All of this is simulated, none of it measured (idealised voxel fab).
process module | voxel quadruple lines
cross-section cut | 280 nm wide | cells 5 nm
A cross-section is a grid of square cells, given in bands from the top down. A band is one or more rows of cells.
Each band's line starts with the height of the band's top and of its bottom, in nm. Then come its materials from left to right, each with its width in nm. One material with "throughout" fills the band from edge to edge. "air" is empty space.
Height 0 is the level under which the wafer as received is all one material. The lowest band goes on downwards, as in "0 down".
A width such as "30 to 40" changes by the same amount from each row of cells to the next, from the band's top row to its bottom row.
"no change" after a step means that no cell of the cross-section changed.
closed voids: empty space of 8 cells or more with no open way to the top, each as width x height at its distance from the left edge, in nm
after a step's settings: what the simulator itself notes on the step
overlay nm, on a step with a mask: how far to the right of its planned place the mask lay; to the left if negative
plan
1 op RECEIVE | material Si
2 op CONFORMAL_DEP | material SiO2 | thk nm 10
3 op DIRECTIONAL_DEP | material W | thk nm 10
4 op DIRECTIONAL_DEP | material polySi | thk nm 20
5 op DIRECTIONAL_DEP | material aC | thk nm 20
6 op PATTERN | tone cover | mask id MANDREL | material resist | width nm 20 | pitch nm 60 | thk nm 25 | overlay nm 0
7 op DIRECTIONAL_ETCH | etch materials aC | depth nm 20
8 op STRIP | etch materials resist
9 op CONFORMAL_DEP | material SiO2 | thk nm 10
10 op DIRECTIONAL_ETCH | etch materials SiO2 | depth nm 10
11 op STRIP | etch materials aC
12 op DIRECTIONAL_ETCH | etch materials polySi | depth nm 20
13 op STRIP | etch materials SiO2
14 op CONFORMAL_DEP | material SiCN | thk nm 5
15 op DIRECTIONAL_ETCH | etch materials SiCN | depth nm 5
16 op STRIP | etch materials polySi
17 op DIRECTIONAL_ETCH | etch materials W | depth nm 10
18 op STRIP | etch materials SiCN
first wafer, as planned
as received, after step 1
  0 down: Si throughout
  closed voids: none
after step 2
  10 to 0: SiO2 throughout
  below 0: unchanged
after step 3
  20 to 10: W throughout
  below 10: unchanged
after step 4
  40 to 20: polySi throughout
  below 20: unchanged
after step 5
  60 to 40: aC throughout
  below 40: unchanged
after step 6
  85 to 60: air 100 | resist 20 | air 40 | resist 20 | air 100
  below 60: unchanged
after step 7
  65 to 60: air 100 | resist 20 | air 40 | resist 20 | air 100
  60 to 40: air 100 | aC 20 | air 40 | aC 20 | air 100
  below 40: unchanged
after step 8
  60 to 40: air 100 | aC 20 | air 40 | aC 20 | air 100
  below 40: unchanged
after step 9
  70 to 60: air 90 | SiO2 40 | air 20 | SiO2 40 | air 90
  60 to 50: air 90 | SiO2 10 | aC 20 | SiO2 10 | air 20 | SiO2 10 | aC 20 | SiO2 10 | air 90
  50 to 40: SiO2 100 | aC 20 | SiO2 40 | aC 20 | SiO2 100
  below 40: unchanged
after step 10
  60 to 40: air 90 | SiO2 10 | aC 20 | SiO2 10 | air 20 | SiO2 10 | aC 20 | SiO2 10 | air 90
  below 40: unchanged
after step 11
  60 to 40: air 90 | SiO2 10 | air 20 | SiO2 10 | air 20 | SiO2 10 | air 20 | SiO2 10 | air 90
  below 40: unchanged
after step 12
  60 to 40: air 90 | SiO2 10 | air 20 | SiO2 10 | air 20 | SiO2 10 | air 20 | SiO2 10 | air 90
  40 to 20: air 90 | polySi 10 | air 20 | polySi 10 | air 20 | polySi 10 | air 20 | polySi 10 | air 90
  below 20: unchanged
after step 13
  40 to 20: air 90 | polySi 10 | air 20 | polySi 10 | air 20 | polySi 10 | air 20 | polySi 10 | air 90
  below 20: unchanged
after step 14
  45 to 40: air 85 | SiCN 20 | air 10 | SiCN 20 | air 10 | SiCN 20 | air 10 | SiCN 20 | air 85
  40 to 25: air 85 | SiCN 5 | polySi 10 | SiCN 5 | air 10 | SiCN 5 | polySi 10 | SiCN 5 | air 10 | SiCN 5 | polySi 10 | SiCN 5 | air 10 | SiCN 5 | polySi 10 | SiCN 5 | air 85
  25 to 20: SiCN 90 | polySi 10 | SiCN 20 | polySi 10 | SiCN 20 | polySi 10 | SiCN 20 | polySi 10 | SiCN 90
  below 20: unchanged
after step 15
  40 to 20: air 85 | SiCN 5 | polySi 10 | SiCN 5 | air 10 | SiCN 5 | polySi 10 | SiCN 5 | air 10 | SiCN 5 | polySi 10 | SiCN 5 | air 10 | SiCN 5 | polySi 10 | SiCN 5 | air 85
  below 20: unchanged
after step 16
  40 to 20: air 85 | SiCN 5 | air 10 | SiCN 5 | air 10 | SiCN 5 | air 10 | SiCN 5 | air 10 | SiCN 5 | air 10 | SiCN 5 | air 10 | SiCN 5 | air 10 | SiCN 5 | air 85
  below 20: unchanged
after step 17
  40 to 20: air 85 | SiCN 5 | air 10 | SiCN 5 | air 10 | SiCN 5 | air 10 | SiCN 5 | air 10 | SiCN 5 | air 10 | SiCN 5 | air 10 | SiCN 5 | air 10 | SiCN 5 | air 85
  20 to 10: air 85 | W 5 | air 10 | W 5 | air 10 | W 5 | air 10 | W 5 | air 10 | W 5 | air 10 | W 5 | air 10 | W 5 | air 10 | W 5 | air 85
  below 10: unchanged
after step 18
  20 to 10: air 85 | W 5 | air 10 | W 5 | air 10 | W 5 | air 10 | W 5 | air 10 | W 5 | air 10 | W 5 | air 10 | W 5 | air 10 | W 5 | air 85
  below 10: unchanged
second wafer: like start, like plan, one mistake. Through step 5 it matches the first wafer
when step 6 should have ended
  85 to 60: resist 100 | air 20 | resist 40 | air 20 | resist 100
  below 60: unchanged
when step 7 should have ended
  65 to 60: resist 100 | air 20 | resist 40 | air 20 | resist 100
  60 to 40: aC 100 | air 20 | aC 40 | air 20 | aC 100
  below 40: unchanged
when step 8 should have ended
  60 to 40: aC 100 | air 20 | aC 40 | air 20 | aC 100
  below 40: unchanged
when step 9 should have ended
  70 to 60: SiO2 throughout
  60 to 40: aC 100 | SiO2 20 | aC 40 | SiO2 20 | aC 100
  below 40: unchanged
when step 10 should have ended
  60 to 40: aC 100 | SiO2 20 | aC 40 | SiO2 20 | aC 100
  below 40: unchanged
when step 11 should have ended
  60 to 40: air 100 | SiO2 20 | air 40 | SiO2 20 | air 100
  below 40: unchanged
when step 12 should have ended
  60 to 40: air 100 | SiO2 20 | air 40 | SiO2 20 | air 100
  40 to 20: air 100 | polySi 20 | air 40 | polySi 20 | air 100
  below 20: unchanged
when step 13 should have ended
  40 to 20: air 100 | polySi 20 | air 40 | polySi 20 | air 100
  below 20: unchanged
when step 14 should have ended
  45 to 40: air 95 | SiCN 30 | air 30 | SiCN 30 | air 95
  40 to 25: air 95 | SiCN 5 | polySi 20 | SiCN 5 | air 30 | SiCN 5 | polySi 20 | SiCN 5 | air 95
  25 to 20: SiCN 100 | polySi 20 | SiCN 40 | polySi 20 | SiCN 100
  below 20: unchanged
when step 15 should have ended
  40 to 20: air 95 | SiCN 5 | polySi 20 | SiCN 5 | air 30 | SiCN 5 | polySi 20 | SiCN 5 | air 95
  below 20: unchanged
when step 16 should have ended
  40 to 20: air 95 | SiCN 5 | air 20 | SiCN 5 | air 30 | SiCN 5 | air 20 | SiCN 5 | air 95
  below 20: unchanged
when step 17 should have ended
  40 to 20: air 95 | SiCN 5 | air 20 | SiCN 5 | air 30 | SiCN 5 | air 20 | SiCN 5 | air 95
  20 to 10: air 95 | W 5 | air 20 | W 5 | air 30 | W 5 | air 20 | W 5 | air 95
  below 10: unchanged
when step 18 should have ended
  20 to 10: air 95 | W 5 | air 20 | W 5 | air 30 | W 5 | air 20 | W 5 | air 95
  below 10: unchanged
what went wrong: step 6 ran as: op PATTERN | tone open | mask id MANDREL | material resist | width nm 20 | pitch nm 60 | thk nm 25 | overlay nm 0
at the end the second wafer has, in cells: 8 fewer of W
